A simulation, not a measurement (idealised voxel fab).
process module | voxel self aligned contacts
cross-section cut | 180 nm wide | cells 5 nm
A cross-section is a grid of square cells, given in bands from the top down. A band is one or more rows of cells.
Each band's line starts with the height of the band's top and of its bottom, in nm. Then come its materials from left to right, each with its width in nm. One material with "throughout" fills the band from edge to edge. "air" is empty space.
Height 0 is the level under which the wafer as received is all one material. The lowest band goes on downwards, as in "0 down".
A width such as "30 to 40" changes by the same amount from each row of cells to the next, from the band's top row to its bottom row.
"no change" after a step means that no cell of the cross-section changed.
closed voids: empty space of 8 cells or more with no open way to the top, each as width x height at its distance from the left edge, in nm
after a step's settings: what the simulator itself notes on the step
overlay nm, on a step with a mask: how far to the right of its planned place the mask lay; to the left if negative
plan
1 op RECEIVE | material Si
2 op OXIDIZE | depth nm 5
3 op DIRECTIONAL_DEP | material polySi | thk nm 25
4 op DIRECTIONAL_DEP | material SiN | thk nm 15
5 op PATTERN | tone cover | mask id GATE | material resist | width nm 30 | pitch nm 60 | thk nm 20 | overlay nm 0
6 op DIRECTIONAL_ETCH | etch materials SiN | depth nm 15
7 op DIRECTIONAL_ETCH | etch materials polySi | depth nm 25
8 op STRIP | etch materials resist
9 op CONFORMAL_DEP | material SiN | thk nm 5
10 op DIRECTIONAL_ETCH | etch materials SiN | depth nm 5
11 op FILL_DEP | material SiO2 | thk nm 15
12 op CMP | height nm 50
13 op MASKED_ETCH | tone open | mask id CONTACT | width nm 40 | etch materials SiO2 | depth nm 55 | overlay nm 0
14 op CONFORMAL_DEP | material TiN | thk nm 5
15 op FILL_DEP | material W | thk nm 5
16 op CMP | height nm 50
17 op CONFORMAL_DEP | material SiCN | thk nm 5
as received, after step 1
  0 down: Si throughout
  closed voids: none
a wafer at the end: this start, this plan, one mistake
  55 to 50: SiCN throughout
  50 to 40: SiO2 70 | TiN 5 to 15 | W 30 to 10 | TiN 5 to 15 | SiO2 70
  40 to 25: SiO2 40 | SiN 40 | TiN 5 | W 10 | TiN 5 | SiN 40 | SiO2 40
  25 to 20: SiO2 80 | TiN 20 | SiO2 80
  20 to 0: polySi throughout
  0 down: Si throughout
  closed voids: none
what went wrong: steps 2 and 3 were swapped
